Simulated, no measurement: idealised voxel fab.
Module name: voxel trench capacitor (process module)
We display cut, a cross-section 145 nm in width whose square cells are each 5 nm.
Cross-sections here: square-cell grids, written as top-down lists of bands, a band being one or more rows of cells. Heights first: top, then bottom, in nm. Then materials, left to right, each with a width in nm. "full width" on a single material: fills the band edge to edge. "empty": empty space. Height reference: 0 = level under which incoming wafer is all one material. Lowest band: no bottom, runs on downward, e.g. "0 down". So if you see something like "30->40" for the width, read it as the top row of the band sitting at the first number and the bottom row at the second, with every row in between moving by the same amount as the last. No cell of the cross-section changed in a step that is given as "nothing got changed". What "Enclosed void entries" gives you is every empty space of 8 cells or more that is cut off from the top. Each appears as width x height at distance, with the distance taken from the left edge and width, height and distance all in nm. The remark found on a step's line after its settings is issued by the simulator itself and pertains to that step. Steps that use a mask can have "overlay nm" on their line. It says how far the mask sat to the right of where it was meant to be. Negative means to the left.

### Intended process steps
1. RECEIVE (material Si)
2. CONFORMAL_DEP (material SiN; thk nm 10)
3. MASKED_ETCH (tone open; mask id TRENCH; width nm 30; pitch nm 45; etch materials SiN; depth nm 10; overlay nm 0)
4. MASKED_ETCH (tone open; mask id TRENCH; width nm 30; pitch nm 45; etch materials Si; depth nm 40; overlay nm 0)
5. CONFORMAL_DEP (material HfO2; thk nm 5)
6. CONFORMAL_DEP (material TiN; thk nm 5)
7. FILL_DEP (material W; thk nm 10)
8. CMP (height nm 0)
Keep in mind the plan's value for the height nm of step 8 comes from the first wafer; the wafers don't share that setting, but they do share the same starting point.

### As-received state after step 1, first of several wafers, cross-section
> 0 down  Si full width
> Enclosed void entries: none

### The figure below presents a cross-section of the first of several wafers at the conclusion of the module, following its last step, step 8
> 0 to -30  Si 35 nm, HfO2 5 nm, TiN 5 nm, W 10 nm, TiN 5 nm, HfO2 5 nm, Si 15 nm, HfO2 5 nm, TiN 5 nm, W 10 nm, TiN 5 nm, HfO2 5 nm, Si 35 nm
> -30 to -35  Si 35 nm, HfO2 5 nm, TiN 20 nm, HfO2 5 nm, Si 15 nm, HfO2 5 nm, TiN 20 nm, HfO2 5 nm, Si 35 nm
> -35 to -40  Si 35 nm, HfO2 30 nm, Si 15 nm, HfO2 30 nm, Si 35 nm
> -40 down  Si full width
> Enclosed void entries: none

### Cross-sectional view, end of module, last wafer of several
> 25 to 20  W full width
> 20 to 15  TiN 45 nm, W 10 nm, TiN 35 nm, W 10 nm, TiN 45 nm
> 15 to 10  HfO2 40 nm, TiN 5 nm, W 10 nm, TiN 5 nm, HfO2 25 nm, TiN 5 nm, W 10 nm, TiN 5 nm, HfO2 40 nm
> 10 to 0  SiN 35 nm, HfO2 5 nm, TiN 5 nm, W 10 nm, TiN 5 nm, HfO2 5 nm, SiN 15 nm, HfO2 5 nm, TiN 5 nm, W 10 nm, TiN 5 nm, HfO2 5 nm, SiN 35 nm
> 0 to -30  Si 35 nm, HfO2 5 nm, TiN 5 nm, W 10 nm, TiN 5 nm, HfO2 5 nm, Si 15 nm, HfO2 5 nm, TiN 5 nm, W 10 nm, TiN 5 nm, HfO2 5 nm, Si 35 nm
> -30 to -35  Si 35 nm, HfO2 5 nm, TiN 20 nm, HfO2 5 nm, Si 15 nm, HfO2 5 nm, TiN 20 nm, HfO2 5 nm, Si 35 nm
> -35 to -40  Si 35 nm, HfO2 30 nm, Si 15 nm, HfO2 30 nm, Si 35 nm
> -40 down  Si full width
> Enclosed void entries: none

### The rows of the table below are wafers. Looking at the end of the module, a row counts, for every material, the cells the wafer has gained, shown as (+), or lost, shown as (-), since it was received; its closed voids come next
height nm 0; +40 HfO2; -96 Si; +32 TiN; +24 W; Enclosed void entries: none
height nm 5; +44 HfO2; -96 Si; +17 SiN; +36 TiN; +28 W; Enclosed void entries: none
height nm 10; +48 HfO2; -96 Si; +34 SiN; +40 TiN; +32 W; Enclosed void entries: none
height nm 15; +69 HfO2; -96 Si; +34 SiN; +44 TiN; +36 W; Enclosed void entries: none
height nm 20; +69 HfO2; -96 Si; +34 SiN; +69 TiN; +40 W; Enclosed void entries: none
height nm 25; +69 HfO2; -96 Si; +34 SiN; +69 TiN; +69 W; Enclosed void entries: none
